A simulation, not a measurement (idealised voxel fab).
A process module follows: voxel tone inversion.
For reference, the cross-section in this document is cut, with width 275 nm and square cells of 5 nm.
Think of the cross-section as a grid of square cells. We describe it in bands, top to bottom, and each band covers one or more rows of those cells. Read a band's entry like this: the first values are the height of its top and the height of its bottom in nm, and what follows is the sequence of materials from left to right, each with its width in nm. Note that "empty" is empty space, and that a single material marked "everywhere" reaches across the band from edge to edge. A quick word on heights: they are counted from 0, and under that level the wafer as it came to us is one material throughout. The lowest band is different from the rest in having no bottom; it simply continues downward, written as in "0 nm and below". So if you see something like "30..40" for the width, read it as the top row of the band sitting at the first number and the bottom row at the second, with every row in between moving by the same amount as the last. A step reported as "remained unchanged" is a step in which no cell of the cross-section changed. "Sealed internal voids": empty spaces of 8 cells or more with no open way to the top, each given as width x height at distance, distance from the left edge, all in nm. If you see something after the settings on a step's line, that's the simulator's own remark about that step. overlay nm, on a step with a mask: how far to the right of its planned place the mask lay; to the left if negative.
So here's the lineup of process steps we planned
1. RECEIVE, material Si
2. CONFORMAL_DEP, material SiCN, thk nm 10
3. DIRECTIONAL_DEP, material polySi, thk nm 15
4. PATTERN, tone cover, mask id POSTS, material resist, width nm 20, pitch nm 40, thk nm 25, overlay nm 0
5. DIRECTIONAL_ETCH, etch materials polySi, depth nm 15
6. STRIP, etch materials resist
7. FILL_DEP, material lowk, thk nm 10
8. CMP, height nm 25
9. STRIP, etch materials polySi
10. CONFORMAL_DEP, material TiN, thk nm 5
11. FILL_DEP, material Ru, thk nm 10
12. CMP, height nm 25
13. CONFORMAL_DEP, material SiN, thk nm 5
Incoming wafer in cross-section (state: after step 1)
0 nm and below  Si everywhere
Sealed internal voids: none
First wafer of two, sectioned at end of module; run went per plan
30 nm to 25 nm  SiN everywhere
25 nm to 15 nm  65 of lowk; 5 of TiN; 10 of Ru; 5 of TiN; 20 of lowk; 5 of TiN; 10 of Ru; 5 of TiN; 20 of lowk; 5 of TiN; 10 of Ru; 5 of TiN; 20 of lowk; 5 of TiN; 10 of Ru; 5 of TiN; 70 of lowk
15 nm to 10 nm  65 of lowk; 20 of TiN; 20 of lowk; 20 of TiN; 20 of lowk; 20 of TiN; 20 of lowk; 20 of TiN; 70 of lowk
10 nm to 0 nm  SiCN everywhere
0 nm and below  Si everywhere
Sealed internal voids: none
Now the second wafer, cross-sectioned at the end of the module. Nothing different at the start, nothing different in the plan compared with the first, just one mistake when it was actually run
30 nm to 25 nm  SiN everywhere
25 nm to 15 nm  60 of Ru; 5 of TiN; 20 of lowk; 5 of TiN; 10 of Ru; 5 of TiN; 20 of lowk; 5 of TiN; 10 of Ru; 5 of TiN; 20 of lowk; 5 of TiN; 10 of Ru; 5 of TiN; 20 of lowk; 5 of TiN; 65 of Ru
15 nm to 10 nm  65 of TiN; 20 of lowk; 20 of TiN; 20 of lowk; 20 of TiN; 20 of lowk; 20 of TiN; 20 of lowk; 70 of TiN
10 nm to 0 nm  SiCN everywhere
0 nm and below  Si everywhere
Sealed internal voids: none
What was done differently from what was planned? heads up, step 4 didn't go per plan, it actually ran as PATTERN, tone open, mask id POSTS, material resist, width nm 20, pitch nm 40, thk nm 25, overlay nm 0
In the final state, the cell counts of the second wafer exceed or fall short of those of the first for the following materials: +46 Ru | +23 TiN | -69 lowk
